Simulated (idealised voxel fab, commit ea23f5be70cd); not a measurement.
Process module in this document: voxel self aligned vias
Xsec cut, 170 nm wide, square cell size 5 nm.
Reading order for cross-sections: top band down to bottom band. Underlying form: a grid of square cells. Band size: one or more rows of cells. Heights first: top, then bottom, in nm. Then materials, left to right, each with a width in nm. "edge to edge" on a single material: fills the band edge to edge. "empty": empty space. All heights in this document are referenced to 0, defined as the level beneath which the wafer, as received, consists entirely of one material. The lowest band is not bounded below; it extends indefinitely downward and is written in the form "0 nm and below". A width given as "30 to 40" starts at the first number in the band's top row and ends at the second number in its bottom row, shifting by an equal amount at every step from row to row. You'll sometimes find "remained unchanged" written for a step, and that's the way of saying that nowhere in the cross-section did a cell change during that step. What "Listed closed voids" gives you is every empty space of 8 cells or more that is cut off from the top. Each appears as width x height at distance, with the distance taken from the left edge and width, height and distance all in nm. If you see something after the settings on a step's line, that's the simulator's own remark about that step. Regarding "overlay nm": on a step with a mask, it is the distance the mask lay to the right of its planned place; a negative value places it to the left.

The steps planned for the process are as follows:
1. RECEIVE,material Si
2. CONFORMAL_DEP,material SiO2,thk nm 15
3. CONFORMAL_DEP,material SiCN,thk nm 5
4. DIRECTIONAL_DEP,material lowk,thk nm 30
5. PATTERN,tone open,mask id LINES,material resist,width nm 25,pitch nm 50,thk nm 20,overlay nm 0
6. DIRECTIONAL_ETCH,etch materials lowk,depth nm 30
7. STRIP,etch materials resist
8. CONFORMAL_DEP,material TiN,thk nm 5
9. FILL_DEP,material W,thk nm 5
10. CMP,height nm 50
11. SELECTIVE_ETCH,etch materials W Ru TiN,depth nm 5
12. FILL_DEP,material SiN,thk nm 5
13. CMP,height nm 50
14. DIRECTIONAL_DEP,material lowk,thk nm 15
15. MASKED_ETCH,tone open,mask id VIAS,width nm 35,pitch nm 100,etch materials lowk,depth nm 15,overlay nm 0
16. MASKED_ETCH,tone open,mask id VIAS,width nm 35,pitch nm 100,etch materials SiN,depth nm 5,overlay nm 0
17. CONFORMAL_DEP,material TiN,thk nm 5
18. FILL_DEP,material W,thk nm 10
19. CMP,height nm 65
20. CONFORMAL_DEP,material SiN,thk nm 5

Cross-section of the wafer upon arrival, representing the state reached after step 1:
	0 nm and below: Si edge to edge
	Listed closed voids: none

Wafer cross-section at module end: first of two, run to plan:
	70 nm to 65 nm: SiN edge to edge
	65 nm to 55 nm: lowk: 15  TiN: 5  W: 25  TiN: 5  lowk: 65  TiN: 5  W: 25  TiN: 5  lowk: 20
	55 nm to 50 nm: lowk: 15  TiN: 10  W: 15  TiN: 10  lowk: 65  TiN: 10  W: 15  TiN: 10  lowk: 20
	50 nm to 45 nm: lowk: 20  TiN: 25  lowk: 25  SiN: 25  lowk: 25  TiN: 25  lowk: 25
	45 nm to 25 nm: lowk: 20  TiN: 5  W: 15  TiN: 5  lowk: 25  TiN: 5  W: 15  TiN: 5  lowk: 25  TiN: 5  W: 15  TiN: 5  lowk: 25
	25 nm to 20 nm: lowk: 20  TiN: 25  lowk: 25  TiN: 25  lowk: 25  TiN: 25  lowk: 25
	20 nm to 15 nm: SiCN edge to edge
	15 nm to 0 nm: SiO2 edge to edge
	0 nm and below: Si edge to edge
	Listed closed voids: none

End of module, second wafer, cross-section. Started like the first, planned like the first, run with one mistake:
	70 nm to 65 nm: SiN edge to edge
	65 nm to 55 nm: lowk: 15  TiN: 5  W: 25  TiN: 5  lowk: 65  TiN: 5  W: 25  TiN: 5  lowk: 20
	55 nm to 50 nm: lowk: 15  TiN: 10  W: 15  TiN: 10  lowk: 65  TiN: 10  W: 15  TiN: 10  lowk: 20
	50 nm to 45 nm: lowk: 20  TiN: 25  lowk: 25  SiN: 25  lowk: 25  TiN: 25  lowk: 25
	45 nm to 40 nm: lowk: 20  TiN: 5  W: 15  TiN: 5  lowk: 25  TiN: 5  W: 15  TiN: 5  lowk: 25  TiN: 5  W: 15  TiN: 5  lowk: 25
	40 nm to 35 nm: lowk: 20  TiN: 25  lowk: 25  TiN: 25  lowk: 25  TiN: 25  lowk: 25
	35 nm to 30 nm: SiCN edge to edge
	30 nm to 0 nm: SiO2 edge to edge
	0 nm and below: Si edge to edge
	Listed closed voids: none
what went wrong: step 2 from the plan got run twice
Wrapping up, a cell-based count of both wafers puts the second over or under the first for these materials: +102 SiO2 | -18 TiN | -27 W | -57 lowk
